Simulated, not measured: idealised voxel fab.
Process module, titled voxel air gaps
Cross-section cut: width 165 nm, square cells of 5 nm.
Format of a cross-section: grid, square cells. Given as bands. Order: top down. Band: one or more rows of cells.
Quick guide to a band line: top height, bottom height (nm) up front; then every material left to right with its width in nm. Only one material and it's marked "full width"? Then it fills the band edge to edge. And "empty" just means empty space.
Height datum 0, below which the as-received substrate wafer is one material. Lowest band open at the bottom, running downward: "0 -> down".
Graded width ("30->40"): value in top row of band = first number; value in bottom row = second number; row-to-row change constant.
No cell of the cross-section changed in a step that is given as "remained unchanged".
Heads up: "Sealed void listing" only lists the empty pockets with no open path to the top that are 8 cells or more, and it writes them as width x height at distance, distance from the left edge, in nm.
Post-settings text on a step line: simulator's own remark regarding the step.
You can add "overlay nm" to a step's line. For a step with a mask, it describes how far the mask lay to the right of its planned position, and a negative number describes a lay to the left.
# Process steps (planned)
1 RECEIVE (material Si)
2 CONFORMAL_DEP (material SiO2; thk nm 10)
3 CONFORMAL_DEP (material SiN; thk nm 5)
4 DIRECTIONAL_DEP (material lowk; thk nm 35)
5 PATTERN (tone open; mask id LINES; material resist; width nm 15; pitch nm 45; thk nm 20; overlay nm 0)
6 DIRECTIONAL_ETCH (etch materials lowk; depth nm 35)
7 STRIP (etch materials resist)
8 CONFORMAL_DEP (material TiN; thk nm 5)
9 FILL_DEP (material Ru; thk nm 5)
10 CMP (height nm 50)
11 EPI (material Ru; thk nm 10)
12 SELECTIVE_ETCH (etch materials lowk; depth nm 45)
13 CONFORMAL_DEP (material SiCN; thk nm 5)
# Delivered wafer in cross-section: state after step 1
- 0 -> down = Si full width
- Sealed void listing: none
# What the wafer looks like in cross-section after this module, when it starts as shown above and follows the plan above but one mistake is made in running it
- 65 -> 60 = SiCN full width
- 60 -> 50 = Ru full width
- 50 -> 45 = TiN (35), Ru (5), TiN (40), Ru (5), TiN (40), Ru (5), TiN (35)
- 45 -> 15 = lowk (30), TiN (5), Ru (5), TiN (5), lowk (30), TiN (5), Ru (5), TiN (5), lowk (30), TiN (5), Ru (5), TiN (5), lowk (30)
- 15 -> 10 = lowk (30), TiN (15), lowk (30), TiN (15), lowk (30), TiN (15), lowk (30)
- 10 -> 0 = SiO2 full width
- 0 -> down = Si full width
- Sealed void listing: none
Heads up, the wafer didn't run the way we planned it: the plan's step 3 went unexecuted, having been skipped
